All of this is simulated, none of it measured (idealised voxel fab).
Proc. module: voxel lift off
cross-section cut | 295 nm wide | cells 5 nm
Cross-section = grid of square cells, listed top down in bands; band = one or more rows.
Look at the band entry: it leads with the top's height and the bottom's height in nm. Then it lists the materials left to right, with a width in nm for each. The word "throughout" on a single material says that material fills the band edge to edge. The word "air" is empty space.
Heights are reckoned from 0. Under this level, the received wafer is all of one material. The bottommost band is open-ended downward, for example "0..down".
The width entry "30 to 40" should be interpreted row by row: the top row of cells in the band takes the first number, the bottom row takes the second number, and the change between adjacent rows is uniform throughout.
"remained unchanged" (step): cross-section cells unchanged, all of them.
If an empty space has no open way to the top and is at least 8 cells in size, "Sealed void inventory" lists it, written width x height at distance, where distance is measured from the left edge and every value is in nm.
What comes after the settings on a step's line is commentary from the simulator itself on that step.
overlay nm: on a step with a mask, how far right of its planned place the mask lay; negative means left.

### The planned process steps are enumerated hereunder
1 RECEIVE: material Si
2 CONFORMAL_DEP: material SiN, thk nm 15
3 PATTERN: tone open, mask id LINES, material resist, width nm 20, pitch nm 35, thk nm 30, overlay nm 0
4 DIRECTIONAL_DEP: material Ru, thk nm 15
5 STRIP: etch materials resist
6 CONFORMAL_DEP: material SiN, thk nm 5

### So, the first of our two wafers, run just as we planned it

### Cross-section of the wafer at receipt, which is the condition after step 1
    0..down = Si throughout
    Sealed void inventory: none

### State of the wafer after step 2, shown in cross-section
    15..0 = SiN throughout
    Anything lower than 0 is untouched.

### State of the wafer after step 3, shown in cross-section
    45..15 = resist=120; air=20; resist=15; air=20; resist=120
    Anything lower than 15 is untouched.

### State of the wafer after step 4, shown in cross-section
    60..45 = Ru=120; air=20; Ru=15; air=20; Ru=120
    45..30 = resist=120; air=20; resist=15; air=20; resist=120
    30..15 = resist=120; Ru=20; resist=15; Ru=20; resist=120
    Anything lower than 15 is untouched.

### State of the wafer after step 5, shown in cross-section
    30..15 = air=120; Ru=20; air=15; Ru=20; air=120
    Anything lower than 15 is untouched.

### State of the wafer after step 6, shown in cross-section
    35..30 = air=115; SiN=30; air=5; SiN=30; air=115
    30..20 = air=115; SiN=5; Ru=20; SiN=5; air=5; SiN=5; Ru=20; SiN=5; air=115
    20..15 = SiN=120; Ru=20; SiN=15; Ru=20; SiN=120
    Anything lower than 15 is untouched.

### Wafer two. Identical start, identical plan. One mistake in execution. Identical history through step 2

### Second wafer, section view, time point: scheduled end of step 3
    45..15 = resist=110; air=20; resist=15; air=20; resist=130
    Anything lower than 15 is untouched.

### Second wafer, section view, time point: scheduled end of step 4
    60..45 = Ru=110; air=20; Ru=15; air=20; Ru=130
    45..30 = resist=110; air=20; resist=15; air=20; resist=130
    30..15 = resist=110; Ru=20; resist=15; Ru=20; resist=130
    Anything lower than 15 is untouched.

### Second wafer, section view, time point: scheduled end of step 5
    30..15 = air=110; Ru=20; air=15; Ru=20; air=130
    Anything lower than 15 is untouched.

### Second wafer, section view, time point: scheduled end of step 6
    35..30 = air=105; SiN=30; air=5; SiN=30; air=125
    30..20 = air=105; SiN=5; Ru=20; SiN=5; air=5; SiN=5; Ru=20; SiN=5; air=125
    20..15 = SiN=110; Ru=20; SiN=15; Ru=20; SiN=130
    Anything lower than 15 is untouched.
Where did the run depart from the plan? planned and actual differ for step 3; actual: PATTERN: tone open, mask id LINES, material resist, width nm 20, pitch nm 35, thk nm 30, overlay nm -10
End check, second vs first wafer: material counts in cells match, positions do not.
